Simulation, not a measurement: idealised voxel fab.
process module | voxel tone inversion
Shown is cross-section cut, with a width of 180 nm and square cells of size 5 nm.
This document writes a cross-section as a grid whose cells are square, and gives it as bands, listed from the top down; one or more rows of cells form a band. Band: top and bottom heights (nm) first, top before bottom; then materials from left to right, widths in nm. "full width" marks a sole material filling the band edge to edge. "air" denotes empty space. For the purposes of this specification, 0 denotes the height below which the wafer in its as-received condition is composed wholly of one material, and the lowermost band, lacking a lower limit, extends downward without end, as expressed in "from 0 down". Read "30 to 40" as a graded width: first number on top, second number at the bottom, same change between each pair of neighbouring rows. Step marked "no alterations made"? Then no cell in the cross-section changed in it. Heads up: "Sealed voids" only lists the empty pockets with no open path to the top that are 8 cells or more, and it writes them as width x height at distance, distance from the left edge, in nm. Note: text after step settings on the step line = simulator remark on that step. overlay nm: on a step with a mask, how far right of its planned place the mask lay; negative means left.
These are the steps we planned for the process
1) RECEIVE, material Si
2) CONFORMAL_DEP, material SiN, thk nm 5
3) DIRECTIONAL_DEP, material aC, thk nm 15
4) PATTERN, tone cover, mask id POSTS, material resist, width nm 20, pitch nm 35, thk nm 25, overlay nm 0
5) DIRECTIONAL_ETCH, etch materials aC, depth nm 15
6) STRIP, etch materials resist
7) FILL_DEP, material SiO2, thk nm 5
8) CMP, height nm 20
9) STRIP, etch materials aC
The first of two wafers, run as planned
Cross-section of the wafer as it came to us, i.e., already through step 1
- from 0 down  Si full width
- Sealed voids: none
State of the wafer after step 2, shown in cross-section
- from 5 to 0  SiN full width
- No changes below 0.
State of the wafer after step 3, shown in cross-section
- from 20 to 5  aC full width
- No changes below 5.
State of the wafer after step 4, shown in cross-section
- from 45 to 20  air 45 nm  resist 20 nm  air 15 nm  resist 20 nm  air 15 nm  resist 20 nm  air 45 nm
- No changes below 20.
State of the wafer after step 5, shown in cross-section
- from 30 to 20  air 45 nm  resist 20 nm  air 15 nm  resist 20 nm  air 15 nm  resist 20 nm  air 45 nm
- from 20 to 5  air 45 nm  aC 20 nm  air 15 nm  aC 20 nm  air 15 nm  aC 20 nm  air 45 nm
- No changes below 5.
State of the wafer after step 6, shown in cross-section
- from 20 to 5  air 45 nm  aC 20 nm  air 15 nm  aC 20 nm  air 15 nm  aC 20 nm  air 45 nm
- No changes below 5.
State of the wafer after step 7, shown in cross-section
- from 25 to 20  SiO2 full width
- from 20 to 5  SiO2 45 nm  aC 20 nm  SiO2 15 nm  aC 20 nm  SiO2 15 nm  aC 20 nm  SiO2 45 nm
- No changes below 5.
State of the wafer after step 8, shown in cross-section
- from 20 to 5  SiO2 45 nm  aC 20 nm  SiO2 15 nm  aC 20 nm  SiO2 15 nm  aC 20 nm  SiO2 45 nm
- No changes below 5.
State of the wafer after step 9, shown in cross-section
- from 20 to 5  SiO2 45 nm  air 20 nm  SiO2 15 nm  air 20 nm  SiO2 15 nm  air 20 nm  SiO2 45 nm
- No changes below 5.
Wafer two of two - same starting point, same process plan, one mistake in execution; matches wafer one up to and including step 1
Look at the second wafer in cross-section at the time step 2 ought to have finished: no alterations made
Look at the second wafer in cross-section at the time step 3 ought to have finished
- from 15 to 0  aC full width
- No changes below 0.
Look at the second wafer in cross-section at the time step 4 ought to have finished
- from 40 to 15  air 45 nm  resist 20 nm  air 15 nm  resist 20 nm  air 15 nm  resist 20 nm  air 45 nm
- No changes below 15.
Look at the second wafer in cross-section at the time step 5 ought to have finished
- from 25 to 15  air 45 nm  resist 20 nm  air 15 nm  resist 20 nm  air 15 nm  resist 20 nm  air 45 nm
- from 15 to 0  air 45 nm  aC 20 nm  air 15 nm  aC 20 nm  air 15 nm  aC 20 nm  air 45 nm
- No changes below 0.
Look at the second wafer in cross-section at the time step 6 ought to have finished
- from 15 to 0  air 45 nm  aC 20 nm  air 15 nm  aC 20 nm  air 15 nm  aC 20 nm  air 45 nm
- No changes below 0.
Look at the second wafer in cross-section at the time step 7 ought to have finished
- from 20 to 15  SiO2 full width
- from 15 to 0  SiO2 45 nm  aC 20 nm  SiO2 15 nm  aC 20 nm  SiO2 15 nm  aC 20 nm  SiO2 45 nm
- No changes below 0.
Look at the second wafer in cross-section at the time step 8 ought to have finished: no alterations made
Look at the second wafer in cross-section at the time step 9 ought to have finished: no alterations made
Error vs. plan: step 2 in the plan did not get run; it was skipped
Once processing is complete, comparing cell counts shows that the second wafer has more or fewer of certain materials than the first: SiN -36 | SiO2 +36 | aC +36
